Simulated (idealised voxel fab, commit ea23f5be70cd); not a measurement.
process module | voxel capacitor over wiring
cross-section cut | 265 nm wide | cells 5 nm
A cross-section is a grid of square cells, given in bands from the top down. A band is one or more rows of cells.
Each band's line starts with the height of the band's top and of its bottom, in nm. Then come its materials from left to right, each with its width in nm. One material with "throughout" fills the band from edge to edge. "air" is empty space.
Height 0 is the level under which the wafer as received is all one material. The lowest band goes on downwards, as in "0 down".
A width such as "30 to 40" changes by the same amount from each row of cells to the next, from the band's top row to its bottom row.
"no change" after a step means that no cell of the cross-section changed.
closed voids: empty space of 8 cells or more with no open way to the top, each as width x height at its distance from the left edge, in nm
after a step's settings: what the simulator itself notes on the step
overlay nm, on a step with a mask: how far to the right of its planned place the mask lay; to the left if negative
plan
1 op RECEIVE | material Si
2 op CONFORMAL_DEP | material SiO2 | thk nm 15
3 op CONFORMAL_DEP | material SiCN | thk nm 5
4 op DIRECTIONAL_DEP | material SiO2 | thk nm 15
5 op MASKED_ETCH | tone open | mask id METAL_1 | width nm 25 | pitch nm 85 | etch materials SiO2 | depth nm 15 | overlay nm 0
6 op MASKED_ETCH | tone open | mask id METAL_1 | width nm 25 | pitch nm 85 | etch materials SiCN | depth nm 5 | overlay nm 0
7 op CONFORMAL_DEP | material TiN | thk nm 5
8 op FILL_DEP | material Ru | thk nm 10
9 op CMP | height nm 35
10 op EPI | material Ru | thk nm 5
11 op FILL_DEP | material SiCN | thk nm 5
12 op DIRECTIONAL_DEP | material SiO2 | thk nm 10
13 op PATTERN | tone open | mask id PLUG_1 | material resist | width nm 15 | thk nm 20 | overlay nm 0
14 op DIRECTIONAL_ETCH | etch materials SiO2 | depth nm 10
15 op DIRECTIONAL_ETCH | etch materials SiCN | depth nm 5
16 op STRIP | etch materials resist
17 op CONFORMAL_DEP | material TiN | thk nm 5
18 op FILL_DEP | material Ru | thk nm 5
19 op CMP | height nm 55
20 op DIRECTIONAL_DEP | material TiN | thk nm 10
21 op DIRECTIONAL_DEP | material SiN | thk nm 5
22 op DIRECTIONAL_DEP | material TiN | thk nm 10
23 op DIRECTIONAL_DEP | material aC | thk nm 15
24 op PATTERN | tone cover | mask id UPPER_PLATE | material resist | width nm 65 | thk nm 30 | overlay nm 0
25 op DIRECTIONAL_ETCH | etch materials aC | depth nm 15
26 op STRIP | etch materials resist
27 op DIRECTIONAL_ETCH | etch materials TiN | depth nm 10
28 op DIRECTIONAL_ETCH | etch materials SiN | depth nm 5
29 op STRIP | etch materials aC
30 op DIRECTIONAL_DEP | material aC | thk nm 10
31 op PATTERN | tone cover | mask id LOWER_PLATE | material resist | width nm 75 | thk nm 30 | overlay nm 0
32 op DIRECTIONAL_ETCH | etch materials aC | depth nm 10
33 op STRIP | etch materials resist
34 op DIRECTIONAL_ETCH | etch materials TiN | depth nm 10
35 op STRIP | etch materials aC
36 op FILL_DEP | material SiO2 | thk nm 15
37 op CMP | height nm 90
38 op MASKED_ETCH | tone open | mask id PLUG_2 | width nm 15 | etch materials SiO2 | depth nm 10 | overlay nm 0
39 op CONFORMAL_DEP | material TiN | thk nm 5
40 op FILL_DEP | material Ru | thk nm 10
41 op CMP | height nm 90
42 op CONFORMAL_DEP | material SiCN | thk nm 5
first wafer, as planned
as received, after step 1
  0 down: Si throughout
  closed voids: none
after step 2
  15 to 0: SiO2 throughout
  below 0: unchanged
after step 3
  20 to 15: SiCN throughout
  below 15: unchanged
after step 4
  35 to 20: SiO2 throughout
  below 20: unchanged
after step 5
  35 to 20: SiO2 75 | air 25 | SiO2 60 | air 25 | SiO2 80
  below 20: unchanged
after step 6
  35 to 20: SiO2 75 | air 25 | SiO2 60 | air 25 | SiO2 80
  20 to 15: SiCN 75 | air 25 | SiCN 60 | air 25 | SiCN 80
  below 15: unchanged
after step 7
  40 to 35: TiN 80 | air 15 | TiN 70 | air 15 | TiN 85
  35 to 20: SiO2 75 | TiN 5 | air 15 | TiN 5 | SiO2 60 | TiN 5 | air 15 | TiN 5 | SiO2 80
  20 to 15: SiCN 75 | TiN 25 | SiCN 60 | TiN 25 | SiCN 80
  below 15: unchanged
after step 8
  50 to 40: Ru throughout
  40 to 35: TiN 80 | Ru 15 | TiN 70 | Ru 15 | TiN 85
  35 to 20: SiO2 75 | TiN 5 | Ru 15 | TiN 5 | SiO2 60 | TiN 5 | Ru 15 | TiN 5 | SiO2 80
  below 20: unchanged
after step 9
  35 to 20: SiO2 75 | TiN 5 | Ru 15 | TiN 5 | SiO2 60 | TiN 5 | Ru 15 | TiN 5 | SiO2 80
  below 20: unchanged
after step 10
  40 to 35: air 70 | Ru 35 | air 50 | Ru 35 | air 75
  below 35: unchanged
after step 11
  45 to 40: SiCN throughout
  40 to 35: SiCN 70 | Ru 35 | SiCN 50 | Ru 35 | SiCN 75
  below 35: unchanged
after step 12
  55 to 45: SiO2 throughout
  below 45: unchanged
after step 13
  75 to 55: resist 85 | air 15 | resist 165
  below 55: unchanged
after step 14
  75 to 55: resist 85 | air 15 | resist 165
  55 to 45: SiO2 85 | air 15 | SiO2 165
  below 45: unchanged
after step 15
  75 to 55: resist 85 | air 15 | resist 165
  55 to 45: SiO2 85 | air 15 | SiO2 165
  45 to 40: SiCN 85 | air 15 | SiCN 165
  below 40: unchanged
after step 16
  55 to 45: SiO2 85 | air 15 | SiO2 165
  below 45: unchanged
after step 17
  60 to 55: TiN 90 | air 5 | TiN 170
  55 to 45: SiO2 85 | TiN 5 | air 5 | TiN 5 | SiO2 165
  45 to 40: SiCN 85 | TiN 15 | SiCN 165
  below 40: unchanged
after step 18
  65 to 60: Ru throughout
  60 to 55: TiN 90 | Ru 5 | TiN 170
  55 to 45: SiO2 85 | TiN 5 | Ru 5 | TiN 5 | SiO2 165
  below 45: unchanged
after step 19
  55 to 45: SiO2 85 | TiN 5 | Ru 5 | TiN 5 | SiO2 165
  below 45: unchanged
after step 20
  65 to 55: TiN throughout
  below 55: unchanged
after step 21
  70 to 65: SiN throughout
  below 65: unchanged
after step 22
  80 to 70: TiN throughout
  below 70: unchanged
after step 23
  95 to 80: aC throughout
  below 80: unchanged
after step 24
  125 to 95: air 85 | resist 65 | air 115
  below 95: unchanged
after step 25
  110 to 95: air 85 | resist 65 | air 115
  95 to 80: air 85 | aC 65 | air 115
  below 80: unchanged
after step 26
  95 to 80: air 85 | aC 65 | air 115
  below 80: unchanged
after step 27
  95 to 80: air 85 | aC 65 | air 115
  80 to 70: air 85 | TiN 65 | air 115
  below 70: unchanged
after step 28
  95 to 80: air 85 | aC 65 | air 115
  80 to 70: air 85 | TiN 65 | air 115
  70 to 65: air 85 | SiN 65 | air 115
  below 65: unchanged
after step 29
  80 to 70: air 85 | TiN 65 | air 115
  below 70: unchanged
after step 30
  90 to 80: air 85 | aC 65 | air 115
  80 to 75: air 85 | TiN 65 | air 115
  75 to 70: aC 85 | TiN 65 | aC 115
  70 to 65: aC 85 | SiN 65 | aC 115
  below 65: unchanged
after step 31
  120 to 90: air 80 | resist 75 | air 110
  90 to 80: air 80 | resist 5 | aC 65 | resist 5 | air 110
  80 to 75: air 80 | resist 5 | TiN 65 | resist 5 | air 110
  below 75: unchanged
after step 32
  110 to 90: air 80 | resist 75 | air 110
  90 to 80: air 80 | resist 5 | aC 65 | resist 5 | air 110
  80 to 75: air 80 | resist 5 | TiN 65 | resist 5 | air 110
  75 to 70: air 80 | aC 5 | TiN 65 | aC 5 | air 110
  70 to 65: air 80 | aC 5 | SiN 65 | aC 5 | air 110
  below 65: unchanged
after step 33
  90 to 80: air 85 | aC 65 | air 115
  80 to 75: air 85 | TiN 65 | air 115
  below 75: unchanged
after step 34
  90 to 80: air 85 | aC 65 | air 115
  80 to 75: air 85 | TiN 65 | air 115
  75 to 70: air 80 | aC 5 | TiN 65 | aC 5 | air 110
  70 to 65: air 80 | aC 5 | SiN 65 | aC 5 | air 110
  65 to 55: air 80 | TiN 75 | air 110
  below 55: unchanged
after step 35
  80 to 70: air 85 | TiN 65 | air 115
  70 to 65: air 85 | SiN 65 | air 115
  below 65: unchanged
after step 36
  95 to 80: SiO2 throughout
  80 to 70: SiO2 85 | TiN 65 | SiO2 115
  70 to 65: SiO2 85 | SiN 65 | SiO2 115
  65 to 55: SiO2 80 | TiN 75 | SiO2 110
  below 55: unchanged
after step 37
  90 to 80: SiO2 throughout
  below 80: unchanged
after step 38
  90 to 80: SiO2 95 | air 15 | SiO2 155
  below 80: unchanged
after step 39
  95 to 90: TiN 100 | air 5 | TiN 160
  90 to 85: SiO2 95 | TiN 5 | air 5 | TiN 5 | SiO2 155
  85 to 80: SiO2 95 | TiN 15 | SiO2 155
  below 80: unchanged
after step 40
  105 to 95: Ru throughout
  95 to 90: TiN 100 | Ru 5 | TiN 160
  90 to 85: SiO2 95 | TiN 5 | Ru 5 | TiN 5 | SiO2 155
  below 85: unchanged
after step 41
  90 to 85: SiO2 95 | TiN 5 | Ru 5 | TiN 5 | SiO2 155
  below 85: unchanged
after step 42
  95 to 90: SiCN throughout
  below 90: unchanged
second wafer: like start, like plan, one mistake. Through step 20 it matches the first wafer
when step 21 should have ended
  80 to 65: SiN throughout
  below 65: unchanged
when step 22 should have ended
  90 to 80: TiN throughout
  below 80: unchanged
when step 23 should have ended
  105 to 90: aC throughout
  below 90: unchanged
when step 24 should have ended
  135 to 105: air 85 | resist 65 | air 115
  below 105: unchanged
when step 25 should have ended
  120 to 105: air 85 | resist 65 | air 115
  105 to 90: air 85 | aC 65 | air 115
  below 90: unchanged
when step 26 should have ended
  105 to 90: air 85 | aC 65 | air 115
  below 90: unchanged
when step 27 should have ended
  105 to 90: air 85 | aC 65 | air 115
  90 to 80: air 85 | TiN 65 | air 115
  below 80: unchanged
when step 28 should have ended
  105 to 90: air 85 | aC 65 | air 115
  90 to 80: air 85 | TiN 65 | air 115
  80 to 75: air 85 | SiN 65 | air 115
  below 75: unchanged
when step 29 should have ended
  90 to 80: air 85 | TiN 65 | air 115
  below 80: unchanged
when step 30 should have ended
  100 to 90: air 85 | aC 65 | air 115
  90 to 85: air 85 | TiN 65 | air 115
  85 to 80: aC 85 | TiN 65 | aC 115
  80 to 75: aC 85 | SiN 65 | aC 115
  below 75: unchanged
when step 31 should have ended
  130 to 100: air 80 | resist 75 | air 110
  100 to 90: air 80 | resist 5 | aC 65 | resist 5 | air 110
  90 to 85: air 80 | resist 5 | TiN 65 | resist 5 | air 110
  below 85: unchanged
when step 32 should have ended
  120 to 100: air 80 | resist 75 | air 110
  100 to 90: air 80 | resist 5 | aC 65 | resist 5 | air 110
  90 to 85: air 80 | resist 5 | TiN 65 | resist 5 | air 110
  85 to 80: air 80 | aC 5 | TiN 65 | aC 5 | air 110
  80 to 75: air 80 | aC 5 | SiN 65 | aC 5 | air 110
  below 75: unchanged
when step 33 should have ended
  100 to 90: air 85 | aC 65 | air 115
  90 to 85: air 85 | TiN 65 | air 115
  below 85: unchanged
when step 34 should have ended: no change
when step 35 should have ended
  90 to 80: air 85 | TiN 65 | air 115
  80 to 75: air 85 | SiN 65 | air 115
  below 75: unchanged
when step 36 should have ended
  105 to 90: SiO2 throughout
  90 to 80: SiO2 85 | TiN 65 | SiO2 115
  80 to 75: SiO2 85 | SiN 65 | SiO2 115
  below 75: unchanged
when step 37 should have ended
  90 to 80: SiO2 85 | TiN 65 | SiO2 115
  below 80: unchanged
when step 38 should have ended: no change
when step 39 should have ended
  95 to 90: TiN throughout
  below 90: unchanged
when step 40 should have ended
  105 to 95: Ru throughout
  below 95: unchanged
when step 41 should have ended
  90 to 80: SiO2 85 | TiN 65 | SiO2 115
  below 80: unchanged
when step 42 should have ended
  95 to 90: SiCN throughout
  below 90: unchanged
what went wrong: step 21 ran as: op DIRECTIONAL_DEP | material SiN | thk nm 15
at the end the second wafer has, in cells: 1 fewer of Ru | 106 more of SiN | 176 fewer of SiO2 | 71 more of TiN
